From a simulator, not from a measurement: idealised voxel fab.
Name of the process module below: voxel wiring stack
Displayed cross-section: cut, width of 270 nm, square cells sized 5 nm.
Reading order for cross-sections: top band down to bottom band. Underlying form: a grid of square cells. Band size: one or more rows of cells. The entry gives the band's vertical extent as a top height and a bottom height in nm, then its horizontal make-up as materials from left to right, each with a width in nm. "blank" stands for empty space; a single material marked "throughout" fills the band edge to edge. Heights are measured from 0, the level below which the as-received wafer is all one material; the lowest band has no bottom and continues downward, written as in "z 0 and below". A two-number width, for instance "30..40", indicates that the width is equal to the first number in the top row of the band and to the second number in the bottom row, and that it changes by a constant amount per row of cells. Step note "nothing got changed" = no cross-section cell changed. Under "Enclosed internal voids" you'll find the enclosed gaps, the ones with no way out to the top, that are 8 cells or bigger; each reads width x height at distance, with distance counted from the left edge, everything in nm. On a step's line, text after the settings is the simulator commenting on that step. overlay nm: right-of-plan distance of the mask on a masked step; negative values mean left-of-plan.

Listed below are the process steps as planned:
1: op RECEIVE | material Si
2: op CONFORMAL_DEP | material SiO2 | thk nm 15
3: op CONFORMAL_DEP | material SiCN | thk nm 5
4: op DIRECTIONAL_DEP | material SiO2 | thk nm 25
5: op MASKED_ETCH | tone open | mask id METAL_1 | width nm 20 | pitch nm 40 | etch materials SiO2 | depth nm 25 | overlay nm 0
6: op MASKED_ETCH | tone open | mask id METAL_1 | width nm 20 | pitch nm 40 | etch materials SiCN | depth nm 5 | overlay nm 0
7: op CONFORMAL_DEP | material TiN | thk nm 5
8: op FILL_DEP | material Cu | thk nm 5
9: op CMP | height nm 45
10: op EPI | material Ru | thk nm 5
11: op FILL_DEP | material SiCN | thk nm 5
12: op DIRECTIONAL_DEP | material lowk | thk nm 10
13: op MASKED_ETCH | tone open | mask id PLUG_1 | width nm 15 | pitch nm 40 | etch materials lowk | depth nm 10 | overlay nm 0
14: op MASKED_ETCH | tone open | mask id PLUG_1 | width nm 15 | pitch nm 40 | etch materials SiCN | depth nm 5 | overlay nm 0
15: op CONFORMAL_DEP | material TiN | thk nm 5
16: op FILL_DEP | material W | thk nm 10
17: op CMP | height nm 65
18: op DIRECTIONAL_DEP | material TiN | thk nm 5
19: op DIRECTIONAL_DEP | material W | thk nm 25
20: op MASKED_ETCH | tone cover | mask id METAL_2 | width nm 20 | pitch nm 40 | etch materials W | depth nm 25 | overlay nm 0
21: op MASKED_ETCH | tone cover | mask id METAL_2 | width nm 20 | pitch nm 40 | etch materials TiN | depth nm 5 | overlay nm 0
22: op CONFORMAL_DEP | material SiCN | thk nm 5
23: op FILL_DEP | material lowk | thk nm 10
24: op CMP | height nm 95
25: op CONFORMAL_DEP | material SiCN | thk nm 5

Wafer as received: cross-section following step 1:
z 0 and below = Si throughout
Enclosed internal voids: none

One mistake in running the module, otherwise start and plan as above: cross-section at the end:
z 100 to 95 = SiCN throughout
z 95 to 75 = 105 W | 5 SiCN | 10 lowk | 5 SiCN | 20 W | 5 SiCN | 10 lowk | 5 SiCN | 105 W
z 75 to 70 = 105 W | 20 SiCN | 20 W | 20 SiCN | 105 W
z 70 to 65 = TiN throughout
z 65 to 55 = 105 lowk | 5 TiN | 5 W | 5 TiN | 25 lowk | 5 TiN | 5 W | 5 TiN | 110 lowk
z 55 to 50 = 105 SiCN | 15 TiN | 25 SiCN | 15 TiN | 110 SiCN
z 50 to 45 = 100 SiCN | 30 Ru | 10 SiCN | 30 Ru | 100 SiCN
z 45 to 20 = 105 SiO2 | 5 TiN | 10 Cu | 5 TiN | 20 SiO2 | 5 TiN | 10 Cu | 5 TiN | 105 SiO2
z 20 to 15 = 105 SiCN | 20 TiN | 20 SiCN | 20 TiN | 105 SiCN
z 15 to 0 = SiO2 throughout
z 0 and below = Si throughout
Enclosed internal voids: none
Finding, execution versus plan: step 20, actual vs plan mismatch, actual run op MASKED_ETCH | tone open | mask id METAL_2 | width nm 20 | pitch nm 40 | etch materials W | depth nm 25 | overlay nm 0
